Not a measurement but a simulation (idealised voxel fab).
Presented below is a process module, voxel local oxidation.
Square cell edge 5 nm, section width 280 nm, ID cut.
Square cells in a grid make up a cross-section in this document, and the grid is given as bands, listed from the top down, each one or more rows of cells. Top, bottom (nm), then materials left to right with widths (nm); lone material tagged "everywhere" fills the whole band edge to edge; "blank" = empty space. It should be noted that heights are counted from 0, beneath which the wafer as supplied is of one material throughout, and that the lowest band possesses no lower boundary but continues downward, as written in "0 down". With a width like "30->40", each row of cells in the band differs from the next by the same amount, the top row carrying the first number and the bottom row the second. Where the words "nothing was modified" appear for a step, the cross-section shows no cell changed by that step; every cell remained as before. "Voids, enclosed" lists enclosed empty spaces (at least 8 cells, no open path upward to the top), each as width x height at distance from the left edge, in nm. What comes after the settings on a step's line is commentary from the simulator itself on that step. On any step carrying a mask, the "overlay nm" setting, if present on the step's line, tells how far right of its planned place the mask lay; negative values point to the left.

[These are the steps we planned for the process]
1: op RECEIVE | material Si
2: op CONFORMAL_DEP | material SiO2 | thk nm 5
3: op CONFORMAL_DEP | material SiN | thk nm 10
4: op DIRECTIONAL_DEP | material aC | thk nm 15
5: op PATTERN | tone cover | mask id ACTIVE | material resist | width nm 90 | thk nm 35 | overlay nm 0
6: op DIRECTIONAL_ETCH | etch materials aC | depth nm 15
7: op STRIP | etch materials resist
8: op DIRECTIONAL_ETCH | etch materials SiN | depth nm 10
9: op STRIP | etch materials aC
10: op SELECTIVE_ETCH | etch materials SiO2 | depth nm 5
11: op OXIDIZE | depth nm 15
12: op STRIP | etch materials SiN

[First of two wafers - as planned]

[Received-state cross-section, reflecting completion of step 1]
	0 down | Si everywhere
	Voids, enclosed: none

[So this is the wafer cross-section right after step 2]
	5 to 0 | SiO2 everywhere
	Beneath the level 0, the cross-section is identical to its previous state.

[So this is the wafer cross-section right after step 3]
	15 to 5 | SiN everywhere
	Beneath the level 5, the cross-section is identical to its previous state.

[So this is the wafer cross-section right after step 4]
	30 to 15 | aC everywhere
	Beneath the level 15, the cross-section is identical to its previous state.

[So this is the wafer cross-section right after step 5]
	65 to 30 | 95 blank, then 90 resist, then 95 blank
	Beneath the level 30, the cross-section is identical to its previous state.

[So this is the wafer cross-section right after step 6]
	50 to 30 | 95 blank, then 90 resist, then 95 blank
	30 to 15 | 95 blank, then 90 aC, then 95 blank
	Beneath the level 15, the cross-section is identical to its previous state.

[So this is the wafer cross-section right after step 7]
	30 to 15 | 95 blank, then 90 aC, then 95 blank
	Beneath the level 15, the cross-section is identical to its previous state.

[So this is the wafer cross-section right after step 8]
	30 to 15 | 95 blank, then 90 aC, then 95 blank
	15 to 5 | 95 blank, then 90 SiN, then 95 blank
	Beneath the level 5, the cross-section is identical to its previous state.

[So this is the wafer cross-section right after step 9]
	15 to 5 | 95 blank, then 90 SiN, then 95 blank
	Beneath the level 5, the cross-section is identical to its previous state.

[So this is the wafer cross-section right after step 10]
	15 to 5 | 95 blank, then 90 SiN, then 95 blank
	5 to 0 | 100 blank, then 80 SiO2, then 100 blank
	Beneath the level 0, the cross-section is identical to its previous state.

[So this is the wafer cross-section right after step 11]
	15 to 5 | 95 blank, then 90 SiN, then 95 blank
	5 to 0 | 100 blank, then 80 SiO2, then 100 blank
	0 to -15 | 115 SiO2, then 50 Si, then 115 SiO2
	Beneath the level -15, the cross-section is identical to its previous state.

[So this is the wafer cross-section right after step 12]
	5 to 0 | 100 blank, then 80 SiO2, then 100 blank
	Beneath the level 0, the cross-section is identical to its previous state.

[The second wafer: identical to the first at the outset and in its planned sequence, differing only in that one mistake was made during processing; up to and including step 1, its path is the first wafer's path]

Second wafer cross-section, taken as of the time the plan sets for step 2 to be done: nothing was modified

[Second wafer cross-section, taken as of the time the plan sets for step 3 to be done]
	10 to 0 | SiN everywhere
	Beneath the level 0, the cross-section is identical to its previous state.

[Second wafer cross-section, taken as of the time the plan sets for step 4 to be done]
	25 to 10 | aC everywhere
	Beneath the level 10, the cross-section is identical to its previous state.

[Second wafer cross-section, taken as of the time the plan sets for step 5 to be done]
	60 to 25 | 95 blank, then 90 resist, then 95 blank
	Beneath the level 25, the cross-section is identical to its previous state.

[Second wafer cross-section, taken as of the time the plan sets for step 6 to be done]
	45 to 25 | 95 blank, then 90 resist, then 95 blank
	25 to 10 | 95 blank, then 90 aC, then 95 blank
	Beneath the level 10, the cross-section is identical to its previous state.

[Second wafer cross-section, taken as of the time the plan sets for step 7 to be done]
	25 to 10 | 95 blank, then 90 aC, then 95 blank
	Beneath the level 10, the cross-section is identical to its previous state.

[Second wafer cross-section, taken as of the time the plan sets for step 8 to be done]
	25 to 10 | 95 blank, then 90 aC, then 95 blank
	10 to 0 | 95 blank, then 90 SiN, then 95 blank
	Beneath the level 0, the cross-section is identical to its previous state.

[Second wafer cross-section, taken as of the time the plan sets for step 9 to be done]
	10 to 0 | 95 blank, then 90 SiN, then 95 blank
	Beneath the level 0, the cross-section is identical to its previous state.

Second wafer cross-section, taken as of the time the plan sets for step 10 to be done: nothing was modified

[Second wafer cross-section, taken as of the time the plan sets for step 11 to be done]
	10 to 0 | 95 blank, then 90 SiN, then 95 blank
	0 to -15 | 110 SiO2, then 60 Si, then 110 SiO2
	Beneath the level -15, the cross-section is identical to its previous state.

[Second wafer cross-section, taken as of the time the plan sets for step 12 to be done]
	0 to -15 | 110 SiO2, then 60 Si, then 110 SiO2
	Beneath the level -15, the cross-section is identical to its previous state.
The mistake made against the process plan was this: step 2 of the plan was jumped over and never run
at the end the second wafer has, in cells: 6 more of Si; 22 fewer of SiO2
